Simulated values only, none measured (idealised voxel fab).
This section sets out a process module, namely voxel self aligned vias.
Section shown: cut. Width: 190 nm. Cell size: 5 nm, square.
For the purposes of this document, a cross-section shall be understood as a grid of square cells, specified as bands listed in top-to-bottom order, each band consisting of one or more rows of cells. The entry gives the band's vertical extent as a top height and a bottom height in nm, then its horizontal make-up as materials from left to right, each with a width in nm. "empty" stands for empty space; a single material marked "throughout" fills the band edge to edge. Height datum 0, below which the as-received substrate wafer is one material. Lowest band open at the bottom, running downward: "0 -> down". The two numbers in a width such as "30->40" mark its ends across the band: the first belongs to the top row of cells, the second to the bottom row, and from each row to the next the width moves by the same amount. Key: "changes: none" - step with no changed cell in the cross-section. Empty spaces counting at least 8 cells and having no open way to the top are listed in "Non-vented voids". The notation width x height at distance is used for each, the distance being from the left edge and all three values in nm. That trailing text on a step's line, after the settings, is the simulator's own remark on the step. If you see "overlay nm" on a step's line and that step has a mask, it's telling you how far right of where it was planned the mask ended up; a negative number means it went left instead.

The steps planned for the process are as follows
- 1: RECEIVE: material Si
- 2: CONFORMAL_DEP: material SiO2, thk nm 15
- 3: CONFORMAL_DEP: material SiCN, thk nm 5
- 4: DIRECTIONAL_DEP: material lowk, thk nm 20
- 5: MASKED_ETCH: tone open, mask id LINES, width nm 25, pitch nm 70, etch materials lowk, depth nm 20, overlay nm 0
- 6: CONFORMAL_DEP: material TiN, thk nm 5
- 7: FILL_DEP: material W, thk nm 5
- 8: CMP: height nm 40
- 9: SELECTIVE_ETCH: etch materials W Ru TiN, depth nm 5
- 10: FILL_DEP: material SiN, thk nm 10
- 11: CMP: height nm 40
- 12: DIRECTIONAL_DEP: material lowk, thk nm 15
- 13: DIRECTIONAL_DEP: material aC, thk nm 10
- 14: PATTERN: tone open, mask id VIAS, material resist, width nm 45, thk nm 25, overlay nm 0
- 15: DIRECTIONAL_ETCH: etch materials aC, depth nm 10
- 16: STRIP: etch materials resist
- 17: DIRECTIONAL_ETCH: etch materials lowk, depth nm 15
- 18: DIRECTIONAL_ETCH: etch materials SiN, depth nm 5
- 19: STRIP: etch materials aC
- 20: CONFORMAL_DEP: material TiN, thk nm 5
- 21: FILL_DEP: material Cu, thk nm 10
- 22: CMP: height nm 55
- 23: CONFORMAL_DEP: material SiN, thk nm 5

Cross-section of the wafer upon arrival, representing the state reached after step 1
* 0 -> down = Si throughout
* Non-vented voids: none

End-of-module XS, first of two wafers, run as planned
* 60 -> 55 = SiN throughout
* 55 -> 45 = 35 nm lowk | 5 nm TiN | 35 nm Cu | 5 nm TiN | 110 nm lowk
* 45 -> 40 = 35 nm lowk | 15 nm TiN | 15 nm Cu | 15 nm TiN | 110 nm lowk
* 40 -> 35 = 45 nm lowk | 25 nm TiN | 45 nm lowk | 25 nm SiN | 50 nm lowk
* 35 -> 25 = 45 nm lowk | 5 nm TiN | 15 nm W | 5 nm TiN | 45 nm lowk | 5 nm TiN | 15 nm W | 5 nm TiN | 50 nm lowk
* 25 -> 20 = 45 nm lowk | 25 nm TiN | 45 nm lowk | 25 nm TiN | 50 nm lowk
* 20 -> 15 = SiCN throughout
* 15 -> 0 = SiO2 throughout
* 0 -> down = Si throughout
* Non-vented voids: none

Cross-sectional view: second of two wafers, end of module; start and plan identical to the first, one mistake in running
* 60 -> 55 = SiN throughout
* 55 -> 45 = 35 nm lowk | 5 nm TiN | 35 nm Cu | 5 nm TiN | 110 nm lowk
* 45 -> 40 = 35 nm lowk | 20 nm TiN | 5 nm Cu | 20 nm TiN | 110 nm lowk
* 40 -> 35 = 45 nm lowk | 25 nm TiN | 45 nm lowk | 5 nm TiN | 15 nm SiN | 5 nm TiN | 50 nm lowk
* 35 -> 25 = 45 nm lowk | 5 nm TiN | 15 nm W | 5 nm TiN | 45 nm lowk | 5 nm TiN | 15 nm W | 5 nm TiN | 50 nm lowk
* 25 -> 20 = 45 nm lowk | 25 nm TiN | 45 nm lowk | 25 nm TiN | 50 nm lowk
* 20 -> 15 = SiCN throughout
* 15 -> 0 = SiO2 throughout
* 0 -> down = Si throughout
* Non-vented voids: none
In executing the process, a mistake was made relative to the plan: in deviation from the planned setting, step 9 was conducted as SELECTIVE_ETCH: etch materials W, depth nm 5
It is noted that, at the conclusion of processing, the second wafer exhibits a higher or lower cell count for certain materials relative to the first: Cu -2, SiN -2, TiN +4
